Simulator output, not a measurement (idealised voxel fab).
Process module under the name voxel air gaps
Each square cell in cross-section cut measures 5 nm, and the section as a whole is 280 nm wide.
For the purposes of this document, a cross-section shall be understood as a grid of square cells, specified as bands listed in top-to-bottom order, each band consisting of one or more rows of cells. It is stipulated that each band's entry specify, in nanometres, the height of the top of the band and then that of its bottom, followed by the materials of the band in left-to-right sequence, each together with its width in nanometres. A single material marked by the word "throughout" is understood to fill the band from edge to edge; the word "air" is understood to denote empty space. Height 0 is the level under which the wafer as received is all one material. The lowest band goes on downwards, as in "0..down". Per-row width for "30->40": begins at first number (top row of band), ends at second number (bottom row), increment between rows held constant. No cell of the cross-section changed in a step that is given as "stayed the same". Any empty space of 8 cells or more lacking an open way to the top shows up in "Enclosed void list" as width x height at distance, distance from the left edge, in nm. Whatever follows a step's settings on its line is a remark the simulator itself makes about that step. A step's line can hold "overlay nm"; with a mask on that step, the setting says how far right of the planned place the mask lay, while a negative setting says it lay to the left.
Intended process steps:
1) RECEIVE [material Si]
2) CONFORMAL_DEP [material SiO2] [thk nm 10]
3) CONFORMAL_DEP [material SiCN] [thk nm 5]
4) DIRECTIONAL_DEP [material SiO2] [thk nm 35]
5) MASKED_ETCH [tone open] [mask id LINES] [width nm 25] [pitch nm 50] [etch materials SiO2] [depth nm 35] [overlay nm 0]
6) CONFORMAL_DEP [material TiN] [thk nm 5]
7) FILL_DEP [material Cu] [thk nm 10]
8) CMP [height nm 50]
9) EPI [material Ru] [thk nm 10]
10) SELECTIVE_ETCH [etch materials SiO2] [depth nm 45]
11) CONFORMAL_DEP [material SiCN] [thk nm 5]
Of two wafers, the first: run according to plan:
Here's what the wafer looked like in cross-section when it arrived - that's after step 1:
0..down: Si throughout
Enclosed void list: none
The wafer, seen in cross-section, after step 2:
10..0: SiO2 throughout
Beneath the level 0, the cross-section is identical to its previous state.
The wafer, seen in cross-section, after step 3:
15..10: SiCN throughout
Beneath the level 10, the cross-section is identical to its previous state.
The wafer, seen in cross-section, after step 4:
50..15: SiO2 throughout
Beneath the level 15, the cross-section is identical to its previous state.
The wafer, seen in cross-section, after step 5:
50..15: SiO2 50 nm; air 25 nm; SiO2 25 nm; air 25 nm; SiO2 25 nm; air 25 nm; SiO2 25 nm; air 25 nm; SiO2 55 nm
Beneath the level 15, the cross-section is identical to its previous state.
The wafer, seen in cross-section, after step 6:
55..50: TiN 55 nm; air 15 nm; TiN 35 nm; air 15 nm; TiN 35 nm; air 15 nm; TiN 35 nm; air 15 nm; TiN 60 nm
50..20: SiO2 50 nm; TiN 5 nm; air 15 nm; TiN 5 nm; SiO2 25 nm; TiN 5 nm; air 15 nm; TiN 5 nm; SiO2 25 nm; TiN 5 nm; air 15 nm; TiN 5 nm; SiO2 25 nm; TiN 5 nm; air 15 nm; TiN 5 nm; SiO2 55 nm
20..15: SiO2 50 nm; TiN 25 nm; SiO2 25 nm; TiN 25 nm; SiO2 25 nm; TiN 25 nm; SiO2 25 nm; TiN 25 nm; SiO2 55 nm
Beneath the level 15, the cross-section is identical to its previous state.
The wafer, seen in cross-section, after step 7:
65..55: Cu throughout
55..50: TiN 55 nm; Cu 15 nm; TiN 35 nm; Cu 15 nm; TiN 35 nm; Cu 15 nm; TiN 35 nm; Cu 15 nm; TiN 60 nm
50..20: SiO2 50 nm; TiN 5 nm; Cu 15 nm; TiN 5 nm; SiO2 25 nm; TiN 5 nm; Cu 15 nm; TiN 5 nm; SiO2 25 nm; TiN 5 nm; Cu 15 nm; TiN 5 nm; SiO2 25 nm; TiN 5 nm; Cu 15 nm; TiN 5 nm; SiO2 55 nm
Beneath the level 20, the cross-section is identical to its previous state.
The wafer, seen in cross-section, after step 8:
50..20: SiO2 50 nm; TiN 5 nm; Cu 15 nm; TiN 5 nm; SiO2 25 nm; TiN 5 nm; Cu 15 nm; TiN 5 nm; SiO2 25 nm; TiN 5 nm; Cu 15 nm; TiN 5 nm; SiO2 25 nm; TiN 5 nm; Cu 15 nm; TiN 5 nm; SiO2 55 nm
Beneath the level 20, the cross-section is identical to its previous state.
The wafer, seen in cross-section, after step 9:
60..50: air 40 nm; Ru 45 nm; air 5 nm; Ru 45 nm; air 5 nm; Ru 45 nm; air 5 nm; Ru 45 nm; air 45 nm
Beneath the level 50, the cross-section is identical to its previous state.
The wafer, seen in cross-section, after step 10:
60..50: air 40 nm; Ru 45 nm; air 5 nm; Ru 45 nm; air 5 nm; Ru 45 nm; air 5 nm; Ru 45 nm; air 45 nm
50..20: air 50 nm; TiN 5 nm; Cu 15 nm; TiN 5 nm; air 25 nm; TiN 5 nm; Cu 15 nm; TiN 5 nm; air 25 nm; TiN 5 nm; Cu 15 nm; TiN 5 nm; air 25 nm; TiN 5 nm; Cu 15 nm; TiN 5 nm; air 55 nm
20..15: air 50 nm; TiN 25 nm; air 25 nm; TiN 25 nm; air 25 nm; TiN 25 nm; air 25 nm; TiN 25 nm; air 55 nm
Beneath the level 15, the cross-section is identical to its previous state.
The wafer, seen in cross-section, after step 11:
65..60: air 35 nm; SiCN 205 nm; air 40 nm
60..50: air 35 nm; SiCN 5 nm; Ru 45 nm; SiCN 5 nm; Ru 45 nm; SiCN 5 nm; Ru 45 nm; SiCN 5 nm; Ru 45 nm; SiCN 5 nm; air 40 nm
50..45: air 35 nm; SiCN 15 nm; TiN 5 nm; Cu 15 nm; TiN 5 nm; SiCN 25 nm; TiN 5 nm; Cu 15 nm; TiN 5 nm; SiCN 25 nm; TiN 5 nm; Cu 15 nm; TiN 5 nm; SiCN 25 nm; TiN 5 nm; Cu 15 nm; TiN 5 nm; SiCN 15 nm; air 40 nm
45..20: air 45 nm; SiCN 5 nm; TiN 5 nm; Cu 15 nm; TiN 5 nm; SiCN 5 nm; air 15 nm; SiCN 5 nm; TiN 5 nm; Cu 15 nm; TiN 5 nm; SiCN 5 nm; air 15 nm; SiCN 5 nm; TiN 5 nm; Cu 15 nm; TiN 5 nm; SiCN 5 nm; air 15 nm; SiCN 5 nm; TiN 5 nm; Cu 15 nm; TiN 5 nm; SiCN 5 nm; air 50 nm
20..15: SiCN 50 nm; TiN 25 nm; SiCN 25 nm; TiN 25 nm; SiCN 25 nm; TiN 25 nm; SiCN 25 nm; TiN 25 nm; SiCN 55 nm
Beneath the level 15, the cross-section is identical to its previous state.
Enclosed void list: 15 x 25 at 80; 15 x 25 at 130; 15 x 25 at 180
What follows concerns the second wafer, which started out like the first and was meant to follow the very same plan; one mistake crept in when it was run, but everything up to and including step 4 is the same as for the first wafer:
Here is the second wafer in cross-section at the point where step 5 of the plan should have been done:
50..15: SiO2 40 nm; air 25 nm; SiO2 25 nm; air 25 nm; SiO2 25 nm; air 25 nm; SiO2 25 nm; air 25 nm; SiO2 65 nm
Beneath the level 15, the cross-section is identical to its previous state.
Here is the second wafer in cross-section at the point where step 6 of the plan should have been done:
55..50: TiN 45 nm; air 15 nm; TiN 35 nm; air 15 nm; TiN 35 nm; air 15 nm; TiN 35 nm; air 15 nm; TiN 70 nm
50..20: SiO2 40 nm; TiN 5 nm; air 15 nm; TiN 5 nm; SiO2 25 nm; TiN 5 nm; air 15 nm; TiN 5 nm; SiO2 25 nm; TiN 5 nm; air 15 nm; TiN 5 nm; SiO2 25 nm; TiN 5 nm; air 15 nm; TiN 5 nm; SiO2 65 nm
20..15: SiO2 40 nm; TiN 25 nm; SiO2 25 nm; TiN 25 nm; SiO2 25 nm; TiN 25 nm; SiO2 25 nm; TiN 25 nm; SiO2 65 nm
Beneath the level 15, the cross-section is identical to its previous state.
Here is the second wafer in cross-section at the point where step 7 of the plan should have been done:
65..55: Cu throughout
55..50: TiN 45 nm; Cu 15 nm; TiN 35 nm; Cu 15 nm; TiN 35 nm; Cu 15 nm; TiN 35 nm; Cu 15 nm; TiN 70 nm
50..20: SiO2 40 nm; TiN 5 nm; Cu 15 nm; TiN 5 nm; SiO2 25 nm; TiN 5 nm; Cu 15 nm; TiN 5 nm; SiO2 25 nm; TiN 5 nm; Cu 15 nm; TiN 5 nm; SiO2 25 nm; TiN 5 nm; Cu 15 nm; TiN 5 nm; SiO2 65 nm
Beneath the level 20, the cross-section is identical to its previous state.
Here is the second wafer in cross-section at the point where step 8 of the plan should have been done:
50..20: SiO2 40 nm; TiN 5 nm; Cu 15 nm; TiN 5 nm; SiO2 25 nm; TiN 5 nm; Cu 15 nm; TiN 5 nm; SiO2 25 nm; TiN 5 nm; Cu 15 nm; TiN 5 nm; SiO2 25 nm; TiN 5 nm; Cu 15 nm; TiN 5 nm; SiO2 65 nm
Beneath the level 20, the cross-section is identical to its previous state.
Here is the second wafer in cross-section at the point where step 9 of the plan should have been done:
60..50: air 30 nm; Ru 45 nm; air 5 nm; Ru 45 nm; air 5 nm; Ru 45 nm; air 5 nm; Ru 45 nm; air 55 nm
Beneath the level 50, the cross-section is identical to its previous state.
Here is the second wafer in cross-section at the point where step 10 of the plan should have been done:
60..50: air 30 nm; Ru 45 nm; air 5 nm; Ru 45 nm; air 5 nm; Ru 45 nm; air 5 nm; Ru 45 nm; air 55 nm
50..20: air 40 nm; TiN 5 nm; Cu 15 nm; TiN 5 nm; air 25 nm; TiN 5 nm; Cu 15 nm; TiN 5 nm; air 25 nm; TiN 5 nm; Cu 15 nm; TiN 5 nm; air 25 nm; TiN 5 nm; Cu 15 nm; TiN 5 nm; air 65 nm
20..15: air 40 nm; TiN 25 nm; air 25 nm; TiN 25 nm; air 25 nm; TiN 25 nm; air 25 nm; TiN 25 nm; air 65 nm
Beneath the level 15, the cross-section is identical to its previous state.
Here is the second wafer in cross-section at the point where step 11 of the plan should have been done:
65..60: air 25 nm; SiCN 205 nm; air 50 nm
60..50: air 25 nm; SiCN 5 nm; Ru 45 nm; SiCN 5 nm; Ru 45 nm; SiCN 5 nm; Ru 45 nm; SiCN 5 nm; Ru 45 nm; SiCN 5 nm; air 50 nm
50..45: air 25 nm; SiCN 15 nm; TiN 5 nm; Cu 15 nm; TiN 5 nm; SiCN 25 nm; TiN 5 nm; Cu 15 nm; TiN 5 nm; SiCN 25 nm; TiN 5 nm; Cu 15 nm; TiN 5 nm; SiCN 25 nm; TiN 5 nm; Cu 15 nm; TiN 5 nm; SiCN 15 nm; air 50 nm
45..20: air 35 nm; SiCN 5 nm; TiN 5 nm; Cu 15 nm; TiN 5 nm; SiCN 5 nm; air 15 nm; SiCN 5 nm; TiN 5 nm; Cu 15 nm; TiN 5 nm; SiCN 5 nm; air 15 nm; SiCN 5 nm; TiN 5 nm; Cu 15 nm; TiN 5 nm; SiCN 5 nm; air 15 nm; SiCN 5 nm; TiN 5 nm; Cu 15 nm; TiN 5 nm; SiCN 5 nm; air 60 nm
20..15: SiCN 40 nm; TiN 25 nm; SiCN 25 nm; TiN 25 nm; SiCN 25 nm; TiN 25 nm; SiCN 25 nm; TiN 25 nm; SiCN 65 nm
Beneath the level 15, the cross-section is identical to its previous state.
Enclosed void list: 15 x 25 at 70; 15 x 25 at 120; 15 x 25 at 170
Against the plan, the run slipped here: step 5 ran as: MASKED_ETCH [tone open] [mask id LINES] [width nm 25] [pitch nm 50] [etch materials SiO2] [depth nm 35] [overlay nm -10]
The concluding comparison shows that, measured in cells, each material is equally abundant on both wafers, albeit at different positions.
